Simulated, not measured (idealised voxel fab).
process module | voxel spacer lines
We display cut, a cross-section 160 nm in width whose square cells are each 5 nm.
Square cells in a grid make up a cross-section in this document, and the grid is given as bands, listed from the top down, each one or more rows of cells. Top, bottom (nm), then materials left to right with widths (nm); lone material tagged "all across" fills the whole band edge to edge; "blank" = empty space. Zero point of the height axis is 0; under it, received wafer = one material. Lowest band: continues down indefinitely, "0 and below". The notation "30->40" denotes a width that varies across the rows of cells in the band, beginning at the first number in the top row, finishing at the second number in the bottom row, and changing by an identical amount from each row to the next. Take "remains unaltered" at face value: in the step it is given for, the cross-section changed in none of its cells. Empty spaces without an open route to the top, at least 8 cells in extent, make up the entry "Entrapped void list"; each is given as width x height at distance, where the distance is measured from the left edge, and all are in nm. after a step's settings: what the simulator itself notes on the step. The optional step-line setting "overlay nm" applies to steps with a mask and quantifies how far to the right of its planned location the mask lay, a negative value indicating leftward placement.
[This section lists the process steps that were planned]
1. op RECEIVE | material Si
2. op CONFORMAL_DEP | material Al2O3 | thk nm 5
3. op DIRECTIONAL_DEP | material polySi | thk nm 20
4. op DIRECTIONAL_DEP | material aC | thk nm 20
5. op PATTERN | tone cover | mask id MANDREL | material resist | width nm 25 | pitch nm 80 | thk nm 30 | overlay nm 0
6. op DIRECTIONAL_ETCH | etch materials aC | depth nm 20
7. op STRIP | etch materials resist
8. op CONFORMAL_DEP | material SiN | thk nm 15
9. op DIRECTIONAL_ETCH | etch materials SiN | depth nm 15
10. op STRIP | etch materials aC
11. op DIRECTIONAL_ETCH | etch materials polySi | depth nm 20
12. op STRIP | etch materials SiN
[Cross-section of the wafer at receipt, which is the condition after step 1]
	0 and below: Si all across
	Entrapped void list: none
[What the wafer looks like in cross-section after this module, when it starts as shown above and follows the plan above but one mistake is made in running it]
	15 down to 5: 10 of blank; 15 of polySi; 25 of blank; 15 of polySi; 25 of blank; 15 of polySi; 25 of blank; 15 of polySi; 15 of blank
	5 down to 0: Al2O3 all across
	0 and below: Si all across
	Entrapped void list: none
Plan not followed: step 3, actual vs plan mismatch, actual run op DIRECTIONAL_DEP | material polySi | thk nm 10
